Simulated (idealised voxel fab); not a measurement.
The process module presented herein is designated voxel capacitor over wiring.
Xsec cut, 155 nm wide, square cell size 5 nm.
In what follows, cross-sections appear as grids of square cells, described through bands that run from the top down, where every band is one or more rows of cells. Per band: top height and bottom height in nm, followed by the left-to-right materials and their widths in nm; "everywhere" marks a single material spanning edge to edge, "blank" marks empty space. Heights from 0 (as-received wafer is one material below). Bottom band endless downward, as "z 0 and below". You'd read "30 to 40" like this: the band's top row of cells is as wide as the first number, its bottom row is as wide as the second, and going down, every row changes width by the same amount as the row before did. A step reported as "remained the same" is a step in which no cell of the cross-section changed. The entry "Sealed void list" lists the empty spaces that cover at least 8 cells and have no open path to the top. Each is written as width x height at distance, where the distance is measured from the left edge and all three values are in nm. It should be noted that, on the line of a given step, the content following the step's settings is a remark produced by the simulator itself with respect to that step. overlay nm, on a step with a mask: how far to the right of its planned place the mask lay; to the left if negative.

## The process steps that were planned are listed below
1) RECEIVE with material Si
2) CONFORMAL_DEP with material SiO2, thk nm 10
3) CONFORMAL_DEP with material SiN, thk nm 5
4) DIRECTIONAL_DEP with material SiO2, thk nm 25
5) DIRECTIONAL_DEP with material aC, thk nm 15
6) PATTERN with tone open, mask id METAL_1, material resist, width nm 20, pitch nm 85, thk nm 30, overlay nm 0
7) DIRECTIONAL_ETCH with etch materials aC, depth nm 15
8) STRIP with etch materials resist
9) DIRECTIONAL_ETCH with etch materials SiO2, depth nm 25
10) DIRECTIONAL_ETCH with etch materials SiN, depth nm 5
11) STRIP with etch materials aC
12) CONFORMAL_DEP with material TiN, thk nm 5
13) FILL_DEP with material Cu, thk nm 5
14) CMP with height nm 40
15) CONFORMAL_DEP with material SiCN, thk nm 5
16) DIRECTIONAL_DEP with material SiO2, thk nm 15
17) DIRECTIONAL_DEP with material aC, thk nm 15
18) PATTERN with tone open, mask id PLUG_1, material resist, width nm 15, thk nm 30, overlay nm 0
19) DIRECTIONAL_ETCH with etch materials aC, depth nm 15
20) STRIP with etch materials resist
21) DIRECTIONAL_ETCH with etch materials SiO2, depth nm 15
22) DIRECTIONAL_ETCH with etch materials SiCN, depth nm 5
23) STRIP with etch materials aC
24) EPI with material Ru, thk nm 10
25) EPI with material Ru, thk nm 10
26) DIRECTIONAL_DEP with material TiN, thk nm 10
27) DIRECTIONAL_DEP with material SiN, thk nm 5
28) DIRECTIONAL_DEP with material TiN, thk nm 5
29) PATTERN with tone cover, mask id UPPER_PLATE, material resist, width nm 70, thk nm 15, overlay nm 0
30) DIRECTIONAL_ETCH with etch materials TiN, depth nm 5
31) DIRECTIONAL_ETCH with etch materials SiN, depth nm 5
32) STRIP with etch materials resist
33) MASKED_ETCH with tone cover, mask id LOWER_PLATE, width nm 80, etch materials TiN, depth nm 10, overlay nm 0
34) FILL_DEP with material SiO2, thk nm 15
35) CMP with height nm 90
36) MASKED_ETCH with tone open, mask id PLUG_2, width nm 15, etch materials SiO2, depth nm 10, overlay nm 0
37) CONFORMAL_DEP with material TiN, thk nm 5
38) FILL_DEP with material Ru, thk nm 10
39) CMP with height nm 90
40) CONFORMAL_DEP with material SiCN, thk nm 5

## Wafer cross-section on receipt, i.e. after step 1
  z 0 and below: Si everywhere
  Sealed void list: none

## First of two wafers at the end of the module, shown in cross-section; run carried out as planned
  z 95 to 90: SiCN everywhere
  z 90 to 85: 40 of SiO2 | 5 of TiN | 5 of Ru | 5 of TiN | 100 of SiO2
  z 85 to 75: 40 to 30 of SiO2 | 15 to 70 of TiN | 100 to 55 of SiO2
  z 75 to 70: 30 of SiO2 | 70 of SiN | 55 of SiO2
  z 70 to 60: 25 of SiO2 | 80 of TiN | 50 of SiO2
  z 60 to 45: 30 of SiO2 | 15 of Ru | 110 of SiO2
  z 45 to 40: 30 of SiCN | 15 of Ru | 110 of SiCN
  z 40 to 15: 25 of SiO2 | 5 of TiN | 10 of Cu | 5 of TiN | 65 of SiO2 | 5 of TiN | 10 of Cu | 5 of TiN | 25 of SiO2
  z 15 to 10: 25 of SiN | 20 of TiN | 65 of SiN | 20 of TiN | 25 of SiN
  z 10 to 0: SiO2 everywhere
  z 0 and below: Si everywhere
  Sealed void list: none

## Cross-section, second wafer: same start as the first, same plan as the first, one mistake in running it; taken at the end of the module
  z 95 to 90: SiCN everywhere
  z 90 to 85: 35 of SiO2 | 5 of TiN | 15 of Ru | 5 of TiN | 95 of SiO2
  z 85 to 75: 35 to 30 of SiO2 | 25 to 70 of TiN | 95 to 55 of SiO2
  z 75 to 70: 30 of SiO2 | 70 of SiN | 55 of SiO2
  z 70 to 60: 25 of SiO2 | 80 of TiN | 50 of SiO2
  z 60 to 45: 30 of SiO2 | 15 of Ru | 110 of SiO2
  z 45 to 40: 30 of SiCN | 15 of Ru | 110 of SiCN
  z 40 to 15: 25 of SiO2 | 5 of TiN | 10 of Cu | 5 of TiN | 65 of SiO2 | 5 of TiN | 10 of Cu | 5 of TiN | 25 of SiO2
  z 15 to 10: 25 of SiN | 20 of TiN | 65 of SiN | 20 of TiN | 25 of SiN
  z 10 to 0: SiO2 everywhere
  z 0 and below: Si everywhere
  Sealed void list: none
Here's what went sideways: not per plan at step 36, really ran MASKED_ETCH with tone open, mask id PLUG_2, width nm 25, etch materials SiO2, depth nm 10, overlay nm 0
Upon completion, the second wafer contains, in terms of cells, a greater or smaller amount of certain materials than the first wafer: +2 Ru | -4 SiO2 | +2 TiN
